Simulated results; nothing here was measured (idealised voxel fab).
process module | voxel capacitor over wiring
cross-section cut | 270 nm wide | cells 5 nm
A cross-section is a grid of square cells, given in bands from the top down. A band is one or more rows of cells.
Each band's line starts with the height of the band's top and of its bottom, in nm. Then come its materials from left to right, each with its width in nm. One material with "throughout" fills the band from edge to edge. "air" is empty space.
Height 0 is the level under which the wafer as received is all one material. The lowest band goes on downwards, as in "0 down".
A width such as "30 to 40" changes by the same amount from each row of cells to the next, from the band's top row to its bottom row.
"no change" after a step means that no cell of the cross-section changed.
closed voids: empty space of 8 cells or more with no open way to the top, each as width x height at its distance from the left edge, in nm
after a step's settings: what the simulator itself notes on the step
overlay nm, on a step with a mask: how far to the right of its planned place the mask lay; to the left if negative
plan
1 op RECEIVE | material Si
2 op CONFORMAL_DEP | material SiO2 | thk nm 10
3 op CONFORMAL_DEP | material SiN | thk nm 5
4 op DIRECTIONAL_DEP | material SiO2 | thk nm 20
5 op DIRECTIONAL_DEP | material aC | thk nm 10
6 op PATTERN | tone open | mask id METAL_1 | material resist | width nm 25 | pitch nm 80 | thk nm 25 | overlay nm 0
7 op DIRECTIONAL_ETCH | etch materials aC | depth nm 10
8 op STRIP | etch materials resist
9 op DIRECTIONAL_ETCH | etch materials SiO2 | depth nm 20
10 op DIRECTIONAL_ETCH | etch materials SiN | depth nm 5
11 op STRIP | etch materials aC
12 op CONFORMAL_DEP | material TiN | thk nm 5
13 op FILL_DEP | material Ru | thk nm 5
14 op CMP | height nm 35
15 op CONFORMAL_DEP | material SiCN | thk nm 5
16 op DIRECTIONAL_DEP | material lowk | thk nm 10
17 op PATTERN | tone open | mask id PLUG_1 | material resist | width nm 15 | thk nm 20 | overlay nm 0
18 op DIRECTIONAL_ETCH | etch materials lowk | depth nm 10
19 op DIRECTIONAL_ETCH | etch materials SiCN | depth nm 5
20 op STRIP | etch materials resist
21 op CONFORMAL_DEP | material TiN | thk nm 5
22 op FILL_DEP | material W | thk nm 10
23 op CMP | height nm 50
24 op DIRECTIONAL_DEP | material TiN | thk nm 5
25 op DIRECTIONAL_DEP | material Al2O3 | thk nm 5
26 op DIRECTIONAL_DEP | material TiN | thk nm 5
27 op DIRECTIONAL_DEP | material aC | thk nm 15
28 op PATTERN | tone cover | mask id UPPER_PLATE | material resist | width nm 60 | thk nm 35 | overlay nm 0
29 op DIRECTIONAL_ETCH | etch materials aC | depth nm 15
30 op STRIP | etch materials resist
31 op DIRECTIONAL_ETCH | etch materials TiN | depth nm 5
32 op DIRECTIONAL_ETCH | etch materials Al2O3 | depth nm 5
33 op STRIP | etch materials aC
34 op MASKED_ETCH | tone cover | mask id LOWER_PLATE | width nm 70 | etch materials TiN | depth nm 5 | overlay nm 0
35 op FILL_DEP | material SiO2 | thk nm 20
36 op CMP | height nm 80
37 op DIRECTIONAL_DEP | material aC | thk nm 15
38 op PATTERN | tone open | mask id PLUG_2 | material resist | width nm 15 | thk nm 35 | overlay nm 0
39 op DIRECTIONAL_ETCH | etch materials aC | depth nm 15
40 op STRIP | etch materials resist
41 op DIRECTIONAL_ETCH | etch materials SiO2 | depth nm 15
42 op STRIP | etch materials aC
43 op CONFORMAL_DEP | material TiN | thk nm 5
44 op FILL_DEP | material Ru | thk nm 5
45 op CMP | height nm 80
46 op CONFORMAL_DEP | material SiN | thk nm 5
first wafer, as planned
as received, after step 1
  0 down: Si throughout
  closed voids: none
after step 2
  10 to 0: SiO2 throughout
  below 0: unchanged
after step 3
  15 to 10: SiN throughout
  below 10: unchanged
after step 4
  35 to 15: SiO2 throughout
  below 15: unchanged
after step 5
  45 to 35: aC throughout
  below 35: unchanged
after step 6
  70 to 45: resist 80 | air 25 | resist 55 | air 25 | resist 85
  below 45: unchanged
after step 7
  60 to 45: resist 80 | air 25 | resist 55 | air 25 | resist 85
  45 to 35: aC 80 | air 25 | aC 55 | air 25 | aC 85
  below 35: unchanged
after step 8
  45 to 35: aC 80 | air 25 | aC 55 | air 25 | aC 85
  below 35: unchanged
after step 9
  45 to 35: aC 80 | air 25 | aC 55 | air 25 | aC 85
  35 to 15: SiO2 80 | air 25 | SiO2 55 | air 25 | SiO2 85
  below 15: unchanged
after step 10
  45 to 35: aC 80 | air 25 | aC 55 | air 25 | aC 85
  35 to 15: SiO2 80 | air 25 | SiO2 55 | air 25 | SiO2 85
  15 to 10: SiN 80 | air 25 | SiN 55 | air 25 | SiN 85
  below 10: unchanged
after step 11
  35 to 15: SiO2 80 | air 25 | SiO2 55 | air 25 | SiO2 85
  below 15: unchanged
after step 12
  40 to 35: TiN 85 | air 15 | TiN 65 | air 15 | TiN 90
  35 to 15: SiO2 80 | TiN 5 | air 15 | TiN 5 | SiO2 55 | TiN 5 | air 15 | TiN 5 | SiO2 85
  15 to 10: SiN 80 | TiN 25 | SiN 55 | TiN 25 | SiN 85
  below 10: unchanged
after step 13
  45 to 40: Ru throughout
  40 to 35: TiN 85 | Ru 15 | TiN 65 | Ru 15 | TiN 90
  35 to 15: SiO2 80 | TiN 5 | Ru 15 | TiN 5 | SiO2 55 | TiN 5 | Ru 15 | TiN 5 | SiO2 85
  below 15: unchanged
after step 14
  35 to 15: SiO2 80 | TiN 5 | Ru 15 | TiN 5 | SiO2 55 | TiN 5 | Ru 15 | TiN 5 | SiO2 85
  below 15: unchanged
after step 15
  40 to 35: SiCN throughout
  below 35: unchanged
after step 16
  50 to 40: lowk throughout
  below 40: unchanged
after step 17
  70 to 50: resist 90 | air 15 | resist 165
  below 50: unchanged
after step 18
  70 to 50: resist 90 | air 15 | resist 165
  50 to 40: lowk 90 | air 15 | lowk 165
  below 40: unchanged
after step 19
  70 to 50: resist 90 | air 15 | resist 165
  50 to 40: lowk 90 | air 15 | lowk 165
  40 to 35: SiCN 90 | air 15 | SiCN 165
  below 35: unchanged
after step 20
  50 to 40: lowk 90 | air 15 | lowk 165
  below 40: unchanged
after step 21
  55 to 50: TiN 95 | air 5 | TiN 170
  50 to 40: lowk 90 | TiN 5 | air 5 | TiN 5 | lowk 165
  40 to 35: SiCN 90 | TiN 15 | SiCN 165
  below 35: unchanged
after step 22
  65 to 55: W throughout
  55 to 50: TiN 95 | W 5 | TiN 170
  50 to 40: lowk 90 | TiN 5 | W 5 | TiN 5 | lowk 165
  below 40: unchanged
after step 23
  50 to 40: lowk 90 | TiN 5 | W 5 | TiN 5 | lowk 165
  below 40: unchanged
after step 24
  55 to 50: TiN throughout
  below 50: unchanged
after step 25
  60 to 55: Al2O3 throughout
  below 55: unchanged
after step 26
  65 to 60: TiN throughout
  below 60: unchanged
after step 27
  80 to 65: aC throughout
  below 65: unchanged
after step 28
  115 to 80: air 90 | resist 60 | air 120
  below 80: unchanged
after step 29
  100 to 80: air 90 | resist 60 | air 120
  80 to 65: air 90 | aC 60 | air 120
  below 65: unchanged
after step 30
  80 to 65: air 90 | aC 60 | air 120
  below 65: unchanged
after step 31
  80 to 65: air 90 | aC 60 | air 120
  65 to 60: air 90 | TiN 60 | air 120
  below 60: unchanged
after step 32
  80 to 65: air 90 | aC 60 | air 120
  65 to 60: air 90 | TiN 60 | air 120
  60 to 55: air 90 | Al2O3 60 | air 120
  below 55: unchanged
after step 33
  65 to 60: air 90 | TiN 60 | air 120
  below 60: unchanged
after step 34
  65 to 60: air 90 | TiN 60 | air 120
  60 to 55: air 90 | Al2O3 60 | air 120
  55 to 50: air 85 | TiN 70 | air 115
  below 50: unchanged
after step 35
  85 to 65: SiO2 throughout
  65 to 60: SiO2 90 | TiN 60 | SiO2 120
  60 to 55: SiO2 90 | Al2O3 60 | SiO2 120
  55 to 50: SiO2 85 | TiN 70 | SiO2 115
  below 50: unchanged
after step 36
  80 to 65: SiO2 throughout
  below 65: unchanged
after step 37
  95 to 80: aC throughout
  below 80: unchanged
after step 38
  130 to 95: resist 100 | air 15 | resist 155
  below 95: unchanged
after step 39
  115 to 95: resist 100 | air 15 | resist 155
  95 to 80: aC 100 | air 15 | aC 155
  below 80: unchanged
after step 40
  95 to 80: aC 100 | air 15 | aC 155
  below 80: unchanged
after step 41
  95 to 80: aC 100 | air 15 | aC 155
  80 to 65: SiO2 100 | air 15 | SiO2 155
  below 65: unchanged
after step 42
  80 to 65: SiO2 100 | air 15 | SiO2 155
  below 65: unchanged
after step 43
  85 to 80: TiN 105 | air 5 | TiN 160
  80 to 70: SiO2 100 | TiN 5 | air 5 | TiN 5 | SiO2 155
  70 to 60: SiO2 100 to 90 | TiN 15 to 60 | SiO2 155 to 120
  below 60: unchanged
after step 44
  90 to 85: Ru throughout
  85 to 80: TiN 105 | Ru 5 | TiN 160
  80 to 70: SiO2 100 | TiN 5 | Ru 5 | TiN 5 | SiO2 155
  below 70: unchanged
after step 45
  80 to 70: SiO2 100 | TiN 5 | Ru 5 | TiN 5 | SiO2 155
  below 70: unchanged
after step 46
  85 to 80: SiN throughout
  below 80: unchanged
second wafer: like start, like plan, one mistake. Through step 1 it matches the first wafer
when step 2 should have ended
  5 to 0: SiN throughout
  below 0: unchanged
when step 3 should have ended
  15 to 5: SiO2 throughout
  below 5: unchanged
when step 4 should have ended
  35 to 5: SiO2 throughout
  below 5: unchanged
when step 5 should have ended
  45 to 35: aC throughout
  below 35: unchanged
when step 6 should have ended
  70 to 45: resist 80 | air 25 | resist 55 | air 25 | resist 85
  below 45: unchanged
when step 7 should have ended
  60 to 45: resist 80 | air 25 | resist 55 | air 25 | resist 85
  45 to 35: aC 80 | air 25 | aC 55 | air 25 | aC 85
  below 35: unchanged
when step 8 should have ended
  45 to 35: aC 80 | air 25 | aC 55 | air 25 | aC 85
  below 35: unchanged
when step 9 should have ended
  45 to 35: aC 80 | air 25 | aC 55 | air 25 | aC 85
  35 to 15: SiO2 80 | air 25 | SiO2 55 | air 25 | SiO2 85
  below 15: unchanged
when step 10 should have ended: no change
when step 11 should have ended
  35 to 15: SiO2 80 | air 25 | SiO2 55 | air 25 | SiO2 85
  below 15: unchanged
when step 12 should have ended
  40 to 35: TiN 85 | air 15 | TiN 65 | air 15 | TiN 90
  35 to 20: SiO2 80 | TiN 5 | air 15 | TiN 5 | SiO2 55 | TiN 5 | air 15 | TiN 5 | SiO2 85
  20 to 15: SiO2 80 | TiN 25 | SiO2 55 | TiN 25 | SiO2 85
  below 15: unchanged
when step 13 should have ended
  45 to 40: Ru throughout
  40 to 35: TiN 85 | Ru 15 | TiN 65 | Ru 15 | TiN 90
  35 to 20: SiO2 80 | TiN 5 | Ru 15 | TiN 5 | SiO2 55 | TiN 5 | Ru 15 | TiN 5 | SiO2 85
  below 20: unchanged
when step 14 should have ended
  35 to 20: SiO2 80 | TiN 5 | Ru 15 | TiN 5 | SiO2 55 | TiN 5 | Ru 15 | TiN 5 | SiO2 85
  below 20: unchanged
when step 15 should have ended
  40 to 35: SiCN throughout
  below 35: unchanged
when step 16 should have ended
  50 to 40: lowk throughout
  below 40: unchanged
when step 17 should have ended
  70 to 50: resist 90 | air 15 | resist 165
  below 50: unchanged
when step 18 should have ended
  70 to 50: resist 90 | air 15 | resist 165
  50 to 40: lowk 90 | air 15 | lowk 165
  below 40: unchanged
when step 19 should have ended
  70 to 50: resist 90 | air 15 | resist 165
  50 to 40: lowk 90 | air 15 | lowk 165
  40 to 35: SiCN 90 | air 15 | SiCN 165
  below 35: unchanged
when step 20 should have ended
  50 to 40: lowk 90 | air 15 | lowk 165
  below 40: unchanged
when step 21 should have ended
  55 to 50: TiN 95 | air 5 | TiN 170
  50 to 40: lowk 90 | TiN 5 | air 5 | TiN 5 | lowk 165
  40 to 35: SiCN 90 | TiN 15 | SiCN 165
  below 35: unchanged
when step 22 should have ended
  65 to 55: W throughout
  55 to 50: TiN 95 | W 5 | TiN 170
  50 to 40: lowk 90 | TiN 5 | W 5 | TiN 5 | lowk 165
  below 40: unchanged
when step 23 should have ended
  50 to 40: lowk 90 | TiN 5 | W 5 | TiN 5 | lowk 165
  below 40: unchanged
when step 24 should have ended
  55 to 50: TiN throughout
  below 50: unchanged
when step 25 should have ended
  60 to 55: Al2O3 throughout
  below 55: unchanged
when step 26 should have ended
  65 to 60: TiN throughout
  below 60: unchanged
when step 27 should have ended
  80 to 65: aC throughout
  below 65: unchanged
when step 28 should have ended
  115 to 80: air 90 | resist 60 | air 120
  below 80: unchanged
when step 29 should have ended
  100 to 80: air 90 | resist 60 | air 120
  80 to 65: air 90 | aC 60 | air 120
  below 65: unchanged
when step 30 should have ended
  80 to 65: air 90 | aC 60 | air 120
  below 65: unchanged
when step 31 should have ended
  80 to 65: air 90 | aC 60 | air 120
  65 to 60: air 90 | TiN 60 | air 120
  below 60: unchanged
when step 32 should have ended
  80 to 65: air 90 | aC 60 | air 120
  65 to 60: air 90 | TiN 60 | air 120
  60 to 55: air 90 | Al2O3 60 | air 120
  below 55: unchanged
when step 33 should have ended
  65 to 60: air 90 | TiN 60 | air 120
  below 60: unchanged
when step 34 should have ended
  65 to 60: air 90 | TiN 60 | air 120
  60 to 55: air 90 | Al2O3 60 | air 120
  55 to 50: air 85 | TiN 70 | air 115
  below 50: unchanged
when step 35 should have ended
  85 to 65: SiO2 throughout
  65 to 60: SiO2 90 | TiN 60 | SiO2 120
  60 to 55: SiO2 90 | Al2O3 60 | SiO2 120
  55 to 50: SiO2 85 | TiN 70 | SiO2 115
  below 50: unchanged
when step 36 should have ended
  80 to 65: SiO2 throughout
  below 65: unchanged
when step 37 should have ended
  95 to 80: aC throughout
  below 80: unchanged
when step 38 should have ended
  130 to 95: resist 100 | air 15 | resist 155
  below 95: unchanged
when step 39 should have ended
  115 to 95: resist 100 | air 15 | resist 155
  95 to 80: aC 100 | air 15 | aC 155
  below 80: unchanged
when step 40 should have ended
  95 to 80: aC 100 | air 15 | aC 155
  below 80: unchanged
when step 41 should have ended
  95 to 80: aC 100 | air 15 | aC 155
  80 to 65: SiO2 100 | air 15 | SiO2 155
  below 65: unchanged
when step 42 should have ended
  80 to 65: SiO2 100 | air 15 | SiO2 155
  below 65: unchanged
when step 43 should have ended
  85 to 80: TiN 105 | air 5 | TiN 160
  80 to 70: SiO2 100 | TiN 5 | air 5 | TiN 5 | SiO2 155
  70 to 60: SiO2 100 to 90 | TiN 15 to 60 | SiO2 155 to 120
  below 60: unchanged
when step 44 should have ended
  90 to 85: Ru throughout
  85 to 80: TiN 105 | Ru 5 | TiN 160
  80 to 70: SiO2 100 | TiN 5 | Ru 5 | TiN 5 | SiO2 155
  below 70: unchanged
when step 45 should have ended
  80 to 70: SiO2 100 | TiN 5 | Ru 5 | TiN 5 | SiO2 155
  below 70: unchanged
when step 46 should have ended
  85 to 80: SiN throughout
  below 80: unchanged
what went wrong: steps 2 and 3 were swapped
at the end the second wafer has, in cells: 6 fewer of Ru | 10 more of SiN | 4 fewer of TiN
